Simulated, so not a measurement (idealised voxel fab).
Herein follows the process module entitled voxel self aligned contacts.
This is section cut - it's 270 nm across, gridded in 5 nm square cells.
Just so we're on the same page, the cross-sections are grids of square cells, and they're listed out in bands top to bottom, each band one or more rows deep.
It is stipulated that each band's entry specify, in nanometres, the height of the top of the band and then that of its bottom, followed by the materials of the band in left-to-right sequence, each together with its width in nanometres. A single material marked by the word "throughout" is understood to fill the band from edge to edge; the word "empty" is understood to denote empty space.
Heights are expressed relative to 0, this being the level below which the as-received wafer comprises one material exclusively. The lowest band is unbounded in the downward direction and is denoted as in "top 0, no bottom".
So if you see something like "30->40" for the width, read it as the top row of the band sitting at the first number and the bottom row at the second, with every row in between moving by the same amount as the last.
A step reported as "no modification" is a step in which no cell of the cross-section changed.
Basically, "Entrapped voids" tells you about the enclosed voids: empty spaces with no open way to the top, 8 cells or bigger, each written width x height at distance, where distance is from the left edge, all in nm.
It should be noted that, on the line of a given step, the content following the step's settings is a remark produced by the simulator itself with respect to that step.
"overlay nm" on a masked step: distance the mask lay right of its planned place, negative for left.
### Steps planned for the process
step 1: RECEIVE | material Si
step 2: OXIDIZE | depth nm 5
step 3: DIRECTIONAL_DEP | material polySi | thk nm 25
step 4: DIRECTIONAL_DEP | material SiN | thk nm 25
step 5: DIRECTIONAL_DEP | material aC | thk nm 15
step 6: PATTERN | tone cover | mask id GATE | material resist | width nm 35 | pitch nm 80 | thk nm 30 | overlay nm 0
step 7: DIRECTIONAL_ETCH | etch materials aC | depth nm 15
step 8: STRIP | etch materials resist
step 9: DIRECTIONAL_ETCH | etch materials SiN | depth nm 25
step 10: DIRECTIONAL_ETCH | etch materials polySi | depth nm 25
step 11: STRIP | etch materials aC
step 12: CONFORMAL_DEP | material SiN | thk nm 10
step 13: DIRECTIONAL_ETCH | etch materials SiN | depth nm 10
step 14: FILL_DEP | material SiO2 | thk nm 15
step 15: CMP | height nm 60
step 16: DIRECTIONAL_DEP | material aC | thk nm 10
step 17: PATTERN | tone open | mask id CONTACT | material resist | width nm 65 | thk nm 25 | overlay nm 0
step 18: DIRECTIONAL_ETCH | etch materials aC | depth nm 10
step 19: STRIP | etch materials resist
step 20: DIRECTIONAL_ETCH | etch materials SiO2 | depth nm 65
step 21: STRIP | etch materials aC
step 22: CONFORMAL_DEP | material TiN | thk nm 5
step 23: FILL_DEP | material Ru | thk nm 10
step 24: CMP | height nm 60
step 25: CONFORMAL_DEP | material SiN | thk nm 5
### Shown in cross-section is the wafer as received, that is, as it stands after step 1
    top 0, no bottom = Si throughout
    Entrapped voids: none
### Starting wafer: above. Plan: above. Run: one mistake. Cross-section after the module: below
    top 65, bottom 60 = SiN throughout
    top 60, bottom 50 = SiO2 (100), then TiN (5->25), then Ru (55->15), then TiN (5->25), then SiO2 (105)
    top 50, bottom 25 = SiO2 (65), then SiN (55), then TiN (5), then Ru (15), then TiN (5), then SiN (55), then SiO2 (70)
    top 25, bottom 15 = SiO2 (65), then SiN (10), then polySi (35), then SiN (10), then TiN (5), then Ru (15), then TiN (5), then SiN (10), then polySi (35), then SiN (10), then SiO2 (70)
    top 15, bottom 10 = SiO2 (65), then SiN (10), then polySi (35), then SiN (10), then TiN (25), then SiN (10), then polySi (35), then SiN (10), then SiO2 (70)
    top 10, bottom 0 = SiN (75), then polySi (35), then SiN (45), then polySi (35), then SiN (80)
    top 0, bottom -5 = SiO2 throughout
    top -5, no bottom = Si throughout
    Entrapped voids: none
The mistake made against the process plan was this: step 12 ran in the slot meant for step 13, and vice versa
